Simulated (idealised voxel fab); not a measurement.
Process module, titled voxel gate over fins
The cross-section on display is named cut; it measures 165 nm wide, and its cells are 5 nm squares.
Cross-section spec: square-cell grid; bands listed top down; each band is one or more rows.
Read a band's entry like this: the first values are the height of its top and the height of its bottom in nm, and what follows is the sequence of materials from left to right, each with its width in nm. Note that "empty" is empty space, and that a single material marked "full width" reaches across the band from edge to edge.
Height datum 0, below which the as-received substrate wafer is one material. Lowest band open at the bottom, running downward: "from 0 down".
The expression "30..40" gives the width at the extremes of the band, the first number at its top row of cells and the second at its bottom row, with the width changing by equal amounts from each row to the next in between.
A step reported as "nothing changed" is a step in which no cell of the cross-section changed.
Voids not open to the top, 8 cells minimum: see "Unvented cavities". Written width x height at distance; distance is from the left edge; nm.
What comes after the settings on a step's line is commentary from the simulator itself on that step.
overlay nm: where the mask lay relative to plan, measured to the right, on steps with a mask; negatives go left.
-- Set out below are the planned steps of the process
1 RECEIVE | material Si
2 CONFORMAL_DEP | material SiN | thk nm 10
3 MASKED_ETCH | tone cover | mask id FINS | width nm 15 | pitch nm 35 | etch materials SiN | depth nm 10 | overlay nm 0
4 MASKED_ETCH | tone cover | mask id FINS | width nm 15 | pitch nm 35 | etch materials Si | depth nm 30 | overlay nm 0
5 OXIDIZE | depth nm 5
6 FILL_DEP | material SiO2 | thk nm 5
7 CMP | height nm 10
8 SELECTIVE_ETCH | etch materials SiO2 | depth nm 20
9 STRIP | etch materials SiN
10 CONFORMAL_DEP | material HfO2 | thk nm 5
11 CONFORMAL_DEP | material TiN | thk nm 5
12 FILL_DEP | material W | thk nm 10
13 CMP | height nm 15
14 CONFORMAL_DEP | material SiN | thk nm 10
-- Incoming wafer, cross-sectional view, post step 1
> from 0 down  Si full width
> Unvented cavities: none
-- Post-module cross-section of the first of two wafers (run per plan)
> from 25 to 15  SiN full width
> from 15 to 10  W full width
> from 10 to 5  W 35 | TiN 25 | W 10 | TiN 25 | W 10 | TiN 25 | W 35
> from 5 to 0  W 35 | TiN 5 | HfO2 15 | TiN 5 | W 10 | TiN 5 | HfO2 15 | TiN 5 | W 10 | TiN 5 | HfO2 15 | TiN 5 | W 35
> from 0 to -5  TiN 40 | HfO2 5 | Si 5 | HfO2 5 | TiN 20 | HfO2 5 | Si 5 | HfO2 5 | TiN 20 | HfO2 5 | Si 5 | HfO2 5 | TiN 40
> from -5 to -10  HfO2 45 | Si 5 | HfO2 30 | Si 5 | HfO2 30 | Si 5 | HfO2 45
> from -10 to -35  SiO2 45 | Si 5 | SiO2 30 | Si 5 | SiO2 30 | Si 5 | SiO2 45
> from -35 down  Si full width
> Unvented cavities: none
-- End of module, second wafer, cross-section. Started like the first, planned like the first, run with one mistake
> from 25 to 15  SiN full width
> from 15 to 10  W full width
> from 10 to 5  W 35 | TiN 25 | W 10 | TiN 25 | W 10 | TiN 25 | W 35
> from 5 to 0  W 35 | TiN 5 | HfO2 15 | TiN 5 | W 10 | TiN 5 | HfO2 15 | TiN 5 | W 10 | TiN 5 | HfO2 15 | TiN 5 | W 35
> from 0 to -5  TiN 40 | HfO2 5 | Si 5 | HfO2 5 | TiN 20 | HfO2 5 | Si 5 | HfO2 5 | TiN 20 | HfO2 5 | Si 5 | HfO2 5 | TiN 40
> from -5 to -10  HfO2 45 | Si 5 | HfO2 30 | Si 5 | HfO2 30 | Si 5 | HfO2 45
> from -10 to -65  SiO2 45 | Si 5 | SiO2 30 | Si 5 | SiO2 30 | Si 5 | SiO2 45
> from -65 down  Si full width
> Unvented cavities: none
Against the plan, the run slipped here: the plan had its step 4 run twice
Wrapping up, a cell-based count of both wafers puts the second over or under the first for these materials: Si -180; SiO2 +180
